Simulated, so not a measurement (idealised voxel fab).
The following is a process module called voxel local oxidation.
Cross-section cut: width 165 nm, square cells of 5 nm.
Cross-section format: a grid of square cells, given as bands from top to bottom; each band is one or more rows of cells.
Top, bottom (nm), then materials left to right with widths (nm); lone material tagged "throughout" fills the whole band edge to edge; "empty" = empty space.
Heights are expressed relative to 0, this being the level below which the as-received wafer comprises one material exclusively. The lowest band is unbounded in the downward direction and is denoted as in "0 down".
Top row gets the first number, bottom row gets the second, and each row in between changes by the same step: that is how a band width like "30->40" works.
Where a step carries "stayed the same", the cross-section came out of it unchanged, cell for cell.
"Closed-off voids" specifies each empty space that is not open to the top and that occupies no fewer than 8 cells, using the form width x height at distance, the distance measured from the left edge and all three quantities in nm.
On each step's line, the part that comes after the settings is the simulator's own comment on the step.
Among the settings permitted on a step's line is "overlay nm"; applied to a step with a mask, it specifies the extent to which the mask lay to the right of its planned position, whereas a negative figure signifies a position to the left.

**The planned process steps are enumerated hereunder**
1) RECEIVE with material Si
2) OXIDIZE with depth nm 5
3) CONFORMAL_DEP with material SiN, thk nm 10
4) MASKED_ETCH with tone cover, mask id ACTIVE, width nm 110, etch materials SiN, depth nm 10, overlay nm 0
5) SELECTIVE_ETCH with etch materials SiO2, depth nm 5
6) OXIDIZE with depth nm 15
7) STRIP with etch materials SiN

**Cross-section of the wafer as it came to us, i.e., already through step 1**
0 down | Si throughout
Closed-off voids: none

**Cross-section taken at module completion on the first of two wafers; processed per the plan**
0 to -5 | empty 30 nm, SiO2 100 nm, empty 35 nm
-5 to -20 | SiO2 45 nm, Si 70 nm, SiO2 50 nm
-20 down | Si throughout
Closed-off voids: none

**Wafer two cross-section, module end. Start and plan unchanged from wafer one; one mistake made during the run**
-5 to -20 | SiO2 throughout
-20 down | Si throughout
Closed-off voids: none
What was done differently from what was planned? step 3 of the plan got skipped, so it never ran
Cell-count delta at end, second wafer over first, by material: 42 fewer of Si | 22 more of SiO2
